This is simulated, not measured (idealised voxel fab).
The following process module bears the name voxel self aligned vias.
Displayed cross-section: cut, width of 265 nm, square cells sized 5 nm.
A cross-section in this document is a grid of square cells, and it is written down as bands, the top band listed before the ones below it; a band is made up of one or more rows of cells.
Band: top and bottom heights (nm) first, top before bottom; then materials from left to right, widths in nm. "all across" marks a sole material filling the band edge to edge. "empty" denotes empty space.
Zero point of the height axis is 0; under it, received wafer = one material. Lowest band: continues down indefinitely, "0 -> down".
You'd read "30..40" like this: the band's top row of cells is as wide as the first number, its bottom row is as wide as the second, and going down, every row changes width by the same amount as the row before did.
Basically "nothing changed" means that step didn't change any cell in the cross-section.
"Fully sealed cavities" enumerates empty spaces isolated from the top, with no open way to it, that contain at least 8 cells, giving each as width x height at distance from the left edge, all three in nm.
after a step's settings: what the simulator itself notes on the step
overlay nm, on a step with a mask: how far to the right of its planned place the mask lay; to the left if negative

**The planned process steps are enumerated hereunder**
1 RECEIVE,material Si
2 CONFORMAL_DEP,material SiO2,thk nm 10
3 CONFORMAL_DEP,material SiCN,thk nm 5
4 DIRECTIONAL_DEP,material SiO2,thk nm 20
5 MASKED_ETCH,tone open,mask id LINES,width nm 20,pitch nm 60,etch materials SiO2,depth nm 20,overlay nm 0
6 CONFORMAL_DEP,material TiN,thk nm 5
7 FILL_DEP,material Ru,thk nm 10
8 CMP,height nm 35
9 SELECTIVE_ETCH,etch materials W Ru TiN,depth nm 10
10 FILL_DEP,material SiN,thk nm 5
11 CMP,height nm 35
12 DIRECTIONAL_DEP,material SiO2,thk nm 20
13 PATTERN,tone open,mask id VIAS,material resist,width nm 30,pitch nm 60,thk nm 20,overlay nm 0
14 DIRECTIONAL_ETCH,etch materials SiO2,depth nm 20
15 DIRECTIONAL_ETCH,etch materials SiN,depth nm 10
16 STRIP,etch materials resist
17 CONFORMAL_DEP,material TiN,thk nm 5
18 FILL_DEP,material Ru,thk nm 10
19 CMP,height nm 55
20 CONFORMAL_DEP,material SiCN,thk nm 5

**Wafer at receipt (post step 1), cross-section**
    0 -> down | Si all across
    Fully sealed cavities: none

**Cross-section taken at module completion on the first of two wafers; processed per the plan**
    60 -> 55 | SiCN all across
    55 -> 40 | 85 SiO2 | 5 TiN | 20 Ru | 5 TiN | 30 SiO2 | 5 TiN | 20 Ru | 5 TiN | 90 SiO2
    40 -> 30 | 85..90 SiO2 | 10..5 TiN | 10 Ru | 10..5 TiN | 30..40 SiO2 | 10..5 TiN | 10 Ru | 10..5 TiN | 90..95 SiO2
    30 -> 25 | 90 SiO2 | 20 TiN | 40 SiO2 | 20 TiN | 95 SiO2
    25 -> 20 | 90 SiO2 | 5 TiN | 10 Ru | 5 TiN | 40 SiO2 | 5 TiN | 10 Ru | 5 TiN | 95 SiO2
    20 -> 15 | 90 SiO2 | 20 TiN | 40 SiO2 | 20 TiN | 95 SiO2
    15 -> 10 | SiCN all across
    10 -> 0 | SiO2 all across
    0 -> down | Si all across
    Fully sealed cavities: none

**Cross-section, wafer two of two, end of module: same start and plan as wafer one, one error in execution**
    60 -> 55 | SiCN all across
    55 -> 40 | 80 Ru | 5 TiN | 30 SiO2 | 5 TiN | 20 Ru | 5 TiN | 30 SiO2 | 5 TiN | 85 Ru
    40 -> 35 | 85 TiN | 30 SiO2 | 30 TiN | 30 SiO2 | 90 TiN
    35 -> 25 | 90 SiO2 | 20 SiN | 40 SiO2 | 20 SiN | 95 SiO2
    25 -> 20 | 90 SiO2 | 5 TiN | 10 Ru | 5 TiN | 40 SiO2 | 5 TiN | 10 Ru | 5 TiN | 95 SiO2
    20 -> 15 | 90 SiO2 | 20 TiN | 40 SiO2 | 20 TiN | 95 SiO2
    15 -> 10 | SiCN all across
    10 -> 0 | SiO2 all across
    0 -> down | Si all across
    Fully sealed cavities: none
Plan not followed: rather than as planned, step 13 actually ran as PATTERN,tone cover,mask id VIAS,material resist,width nm 30,pitch nm 60,thk nm 20,overlay nm 0
Final tally in cells, some materials are higher or lower on the second wafer than on the first: Ru +79; SiN +16; SiO2 -116; TiN +21
